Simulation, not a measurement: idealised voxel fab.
A process module follows: voxel wiring stack.
Pictured: cross-section cut, 155 nm wide, on a grid of 5 nm square cells.
A cross-section in this document is a grid of square cells, and it is written down as bands, the top band listed before the ones below it; a band is made up of one or more rows of cells.
Basically the band line says how high the top is and how high the bottom is, in nm, and then what's in it from left to right, every material with its width in nm. Empty space shows up as "air", and if a single material carries "edge to edge" it runs the full band edge to edge.
Beneath 0, the wafer as received is one material, and that level is where height counting begins. The lowest band goes on downward without a bottom; it is written like "top 0, no bottom".
The width entry "30 to 40" should be interpreted row by row: the top row of cells in the band takes the first number, the bottom row takes the second number, and the change between adjacent rows is uniform throughout.
Any step labelled "left unchanged" changed none of the cells in the cross-section.
Closed-off voids of 8+ cells (no open route to the top) go in "Voids lacking openings", written width x height at distance from the left edge, in nm.
The remark found on a step's line after its settings is issued by the simulator itself and pertains to that step.
Among the settings permitted on a step's line is "overlay nm"; applied to a step with a mask, it specifies the extent to which the mask lay to the right of its planned position, whereas a negative figure signifies a position to the left.

Plan
1: RECEIVE with material Si
2: CONFORMAL_DEP with material SiO2, thk nm 10
3: CONFORMAL_DEP with material SiN, thk nm 5
4: DIRECTIONAL_DEP with material SiO2, thk nm 15
5: MASKED_ETCH with tone open, mask id METAL_1, width nm 20, pitch nm 60, etch materials SiO2, depth nm 15, overlay nm 0
6: MASKED_ETCH with tone open, mask id METAL_1, width nm 30, pitch nm 60, etch materials SiN, depth nm 5, overlay nm 0
7: CONFORMAL_DEP with material TiN, thk nm 5
8: FILL_DEP with material Ru, thk nm 10
9: CMP with height nm 30
10: CONFORMAL_DEP with material SiCN, thk nm 5
11: DIRECTIONAL_DEP with material lowk, thk nm 15
12: DIRECTIONAL_DEP with material aC, thk nm 10
13: PATTERN with tone open, mask id PLUG_1, material resist, width nm 15, thk nm 30, overlay nm 0
14: DIRECTIONAL_ETCH with etch materials aC, depth nm 10
15: STRIP with etch materials resist
16: DIRECTIONAL_ETCH with etch materials lowk, depth nm 15
17: DIRECTIONAL_ETCH with etch materials SiCN, depth nm 5
18: STRIP with etch materials aC
19: CONFORMAL_DEP with material TiN, thk nm 5
20: FILL_DEP with material Cu, thk nm 5
21: CMP with height nm 50
22: DIRECTIONAL_DEP with material TiN, thk nm 5
23: DIRECTIONAL_DEP with material W, thk nm 25
24: PATTERN with tone cover, mask id METAL_2, material resist, width nm 30, pitch nm 60, thk nm 20, overlay nm 0
25: DIRECTIONAL_ETCH with etch materials W, depth nm 25
26: DIRECTIONAL_ETCH with etch materials TiN, depth nm 5
27: STRIP with etch materials resist
28: FILL_DEP with material lowk, thk nm 10
29: CMP with height nm 80
30: CONFORMAL_DEP with material SiCN, thk nm 5
31: DIRECTIONAL_DEP with material SiO2, thk nm 30
32: MASKED_ETCH with tone open, mask id METAL_3_HOLES, width nm 15, etch materials SiO2, depth nm 30, overlay nm 0
33: MASKED_ETCH with tone open, mask id METAL_3, width nm 30, pitch nm 60, etch materials SiO2, depth nm 20, overlay nm 0
34: MASKED_ETCH with tone open, mask id METAL_3, width nm 30, pitch nm 60, etch materials SiCN, depth nm 5, overlay nm 0
35: CONFORMAL_DEP with material TiN, thk nm 5
36: FILL_DEP with material Ru, thk nm 10
37: CMP with height nm 115
38: CONFORMAL_DEP with material SiCN, thk nm 5
39: DIRECTIONAL_DEP with material lowk, thk nm 10
40: PATTERN with tone open, mask id PLUG_3, material resist, width nm 15, pitch nm 60, thk nm 15, overlay nm 0
41: DIRECTIONAL_ETCH with etch materials lowk, depth nm 10
42: DIRECTIONAL_ETCH with etch materials SiCN, depth nm 5
43: STRIP with etch materials resist
44: EPI with material Ru, thk nm 10
45: EPI with material Ru, thk nm 5
46: CONFORMAL_DEP with material SiCN, thk nm 5
47: DIRECTIONAL_DEP with material lowk, thk nm 20
48: PATTERN with tone open, mask id METAL_4, material resist, width nm 30, pitch nm 60, thk nm 15, overlay nm 0
49: DIRECTIONAL_ETCH with etch materials lowk, depth nm 20
50: DIRECTIONAL_ETCH with etch materials SiCN, depth nm 5
51: STRIP with etch materials resist
52: CONFORMAL_DEP with material TiN, thk nm 5
53: FILL_DEP with material Cu, thk nm 5
54: CMP with height nm 155
55: CONFORMAL_DEP with material SiCN, thk nm 5
All wafers enter the flow in the same state. The width nm at step 5 differs from wafer to wafer, and the plan gives the value for the first wafer.

Cross-section of the first incoming wafer of several, state after step 1
* top 0, no bottom  Si edge to edge
* Voids lacking openings: none

Below, a row for every wafer. Read it as the end-of-module picture: for each material the wafer shows its cells gained (+) or lost (-) since it was received, and then its closed voids
width nm 20 | +35 Cu | +57 Ru | +131 SiCN | +23 SiN | +263 SiO2 | +99 TiN | +60 W | +324 lowk | Voids lacking openings: none
width nm 25 | +35 Cu | +63 Ru | +131 SiCN | +21 SiN | +257 SiO2 | +101 TiN | +60 W | +324 lowk | Voids lacking openings: none
width nm 30 | +35 Cu | +69 Ru | +131 SiCN | +19 SiN | +251 SiO2 | +103 TiN | +60 W | +324 lowk | Voids lacking openings: none
width nm 35 | +35 Cu | +73 Ru | +131 SiCN | +19 SiN | +245 SiO2 | +105 TiN | +60 W | +324 lowk | Voids lacking openings: none
width nm 40 | +35 Cu | +77 Ru | +131 SiCN | +19 SiN | +239 SiO2 | +107 TiN | +60 W | +324 lowk | Voids lacking openings: none
width nm 45 | +35 Cu | +81 Ru | +131 SiCN | +19 SiN | +233 SiO2 | +109 TiN | +60 W | +324 lowk | Voids lacking openings: none
